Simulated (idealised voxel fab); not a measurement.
Documented hereafter: the process module known as voxel released beams.
This is section cut - it's 270 nm across, gridded in 5 nm square cells.
In this document a cross-section is written as a grid of square cells. It is given as a series of bands, listed from the top down, and a band is one or more rows of cells. The band entry comprises the height of the band's top followed by the height of its bottom, expressed in nm, and subsequently the band's materials from left to right, each stated together with its width in nm. Where a single material is marked with the word "throughout", that material fills the band from edge to edge. The word "empty" represents empty space. Ref level 0: as-received wafer is one material below here. Bottom band extends down with no lower bound ("0 and below"). The width entry "30..40" should be interpreted row by row: the top row of cells in the band takes the first number, the bottom row takes the second number, and the change between adjacent rows is uniform throughout. Step note "same as before" = no cross-section cell changed. The label "Entrapped voids" introduces a list of the empty spaces, 8 cells or larger, that have no open way up to the top; each entry in it reads width x height at distance, where the distance is taken from the left edge and all three are stated in nm. Text after the settings on a step's line: the simulator's own remark on that step. overlay nm: on a step with a mask, how far right of its planned place the mask lay; negative means left.

**The planned process steps are enumerated hereunder**
1,RECEIVE, material Si
2,CONFORMAL_DEP, material Al2O3, thk nm 10
3,DIRECTIONAL_DEP, material SiO2, thk nm 10
4,PATTERN, tone open, mask id ANCHOR, material resist, width nm 30, thk nm 20, overlay nm 0
5,DIRECTIONAL_ETCH, etch materials SiO2, depth nm 10
6,STRIP, etch materials resist
7,CONFORMAL_DEP, material SiN, thk nm 15
8,DIRECTIONAL_DEP, material aC, thk nm 15
9,PATTERN, tone cover, mask id BEAM, material resist, width nm 110, thk nm 35, overlay nm 0
10,DIRECTIONAL_ETCH, etch materials aC, depth nm 15
11,STRIP, etch materials resist
12,DIRECTIONAL_ETCH, etch materials SiN, depth nm 15
13,STRIP, etch materials aC
14,STRIP, etch materials SiO2
Heads up: all these wafers start the same, and what changes between them is the width nm in step 4. The value you see in the plan is just what the first wafer got.

**Cross-section: the first of several wafers in its as-received state, i.e. following step 1**
* 0 and below | Si throughout
* Entrapped voids: none

**Row per wafer, end-of-module: cell gain (+)/loss (-) by material since the wafer came in, then closed voids**
width nm 30, +108 Al2O3, +78 SiN, Entrapped voids: none
width nm 35, +108 Al2O3, +78 SiN, Entrapped voids: none
width nm 40, +108 Al2O3, +78 SiN, Entrapped voids: none
width nm 45, +108 Al2O3, +78 SiN, Entrapped voids: none
width nm 50, +108 Al2O3, +78 SiN, Entrapped voids: none
width nm 55, +108 Al2O3, +78 SiN, Entrapped voids: none
